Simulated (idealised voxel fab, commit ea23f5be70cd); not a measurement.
process module | voxel wiring stack
The figure presents cross-section cut, which has a width of 250 nm and is divided into square cells with an edge length of 5 nm.
Throughout this document, each cross-section is represented as a grid of square cells and is presented as a sequence of bands enumerated from the top downward, where a band comprises one or more rows of cells. First you get the band's top height and its bottom height, in nm, and then the materials it's made of, left to right, with each width in nm. If you see a single material with "full width", that one covers the band edge to edge. "blank" is empty space. Ref level 0: as-received wafer is one material below here. Bottom band extends down with no lower bound ("z 0 and below"). You'd read "30..40" like this: the band's top row of cells is as wide as the first number, its bottom row is as wide as the second, and going down, every row changes width by the same amount as the row before did. "remained unchanged" -> step changed no cross-section cell. Closed-off voids of 8+ cells (no open route to the top) go in "Closed cavities", written width x height at distance from the left edge, in nm. The remark found on a step's line after its settings is issued by the simulator itself and pertains to that step. overlay nm: step with mask; distance mask lay right of planned place; negative value = left of planned place.
[Process steps - plan]
1: RECEIVE: material Si
2: CONFORMAL_DEP: material SiO2, thk nm 10
3: DIRECTIONAL_DEP: material TiN, thk nm 5
4: DIRECTIONAL_DEP: material Ru, thk nm 20
5: DIRECTIONAL_DEP: material aC, thk nm 15
6: PATTERN: tone cover, mask id METAL_1, material resist, width nm 30, pitch nm 55, thk nm 30, overlay nm 0
7: DIRECTIONAL_ETCH: etch materials aC, depth nm 15
8: STRIP: etch materials resist
9: DIRECTIONAL_ETCH: etch materials Ru, depth nm 20
10: DIRECTIONAL_ETCH: etch materials TiN, depth nm 5
11: STRIP: etch materials aC
12: FILL_DEP: material SiO2, thk nm 5
13: CMP: height nm 35
14: CONFORMAL_DEP: material SiCN, thk nm 5
15: DIRECTIONAL_DEP: material SiO2, thk nm 10
16: PATTERN: tone open, mask id PLUG_1, material resist, width nm 15, pitch nm 55, thk nm 15, overlay nm 0
17: DIRECTIONAL_ETCH: etch materials SiO2, depth nm 10
18: DIRECTIONAL_ETCH: etch materials SiCN, depth nm 5
19: STRIP: etch materials resist
20: CONFORMAL_DEP: material TiN, thk nm 5
21: FILL_DEP: material W, thk nm 10
22: CMP: height nm 50
23: DIRECTIONAL_DEP: material TiN, thk nm 5
24: DIRECTIONAL_DEP: material W, thk nm 20
25: PATTERN: tone cover, mask id METAL_2, material resist, width nm 30, pitch nm 55, thk nm 15, overlay nm 0
26: DIRECTIONAL_ETCH: etch materials W, depth nm 20
27: DIRECTIONAL_ETCH: etch materials TiN, depth nm 5
28: STRIP: etch materials resist
29: CONFORMAL_DEP: material SiCN, thk nm 5
30: FILL_DEP: material SiO2, thk nm 10
31: CMP: height nm 75
32: CONFORMAL_DEP: material SiCN, thk nm 5
33: DIRECTIONAL_DEP: material SiO2, thk nm 30
34: DIRECTIONAL_DEP: material aC, thk nm 10
35: PATTERN: tone open, mask id METAL_3, material resist, width nm 30, pitch nm 55, thk nm 25, overlay nm 0
36: DIRECTIONAL_ETCH: etch materials aC, depth nm 10
37: STRIP: etch materials resist
38: DIRECTIONAL_ETCH: etch materials SiO2, depth nm 15
39: STRIP: etch materials aC
40: PATTERN: tone open, mask id METAL_3_HOLES, material resist, width nm 15, pitch nm 55, thk nm 15, overlay nm 0
41: DIRECTIONAL_ETCH: etch materials SiO2, depth nm 15
42: DIRECTIONAL_ETCH: etch materials SiCN, depth nm 5
43: STRIP: etch materials resist
44: CONFORMAL_DEP: material TiN, thk nm 5
45: FILL_DEP: material Cu, thk nm 10
46: CMP: height nm 110
47: CONFORMAL_DEP: material SiCN, thk nm 5
Don't read the plan's width nm for step 16 as applying to every wafer: that's the first wafer's value, and the wafers differ in it, though they all start identical.
[first wafer as received, after step 1]
	z 0 and below = Si full width
	Closed cavities: none
[The table below has one row for each wafer; a row shows, as of the end of the module, how many cells of each material the wafer has gained, marked (+), or lost, marked (-), since it was received, and then the wafer's closed voids]
width nm 15 | +36 Cu | +72 Ru | +188 SiCN | +665 SiO2 | +111 TiN | +78 W | Closed cavities: none
width nm 20 | +36 Cu | +72 Ru | +185 SiCN | +659 SiO2 | +114 TiN | +84 W | Closed cavities: none
width nm 25 | +36 Cu | +72 Ru | +182 SiCN | +653 SiO2 | +117 TiN | +90 W | Closed cavities: none
width nm 30 | +36 Cu | +72 Ru | +179 SiCN | +647 SiO2 | +120 TiN | +96 W | Closed cavities: none
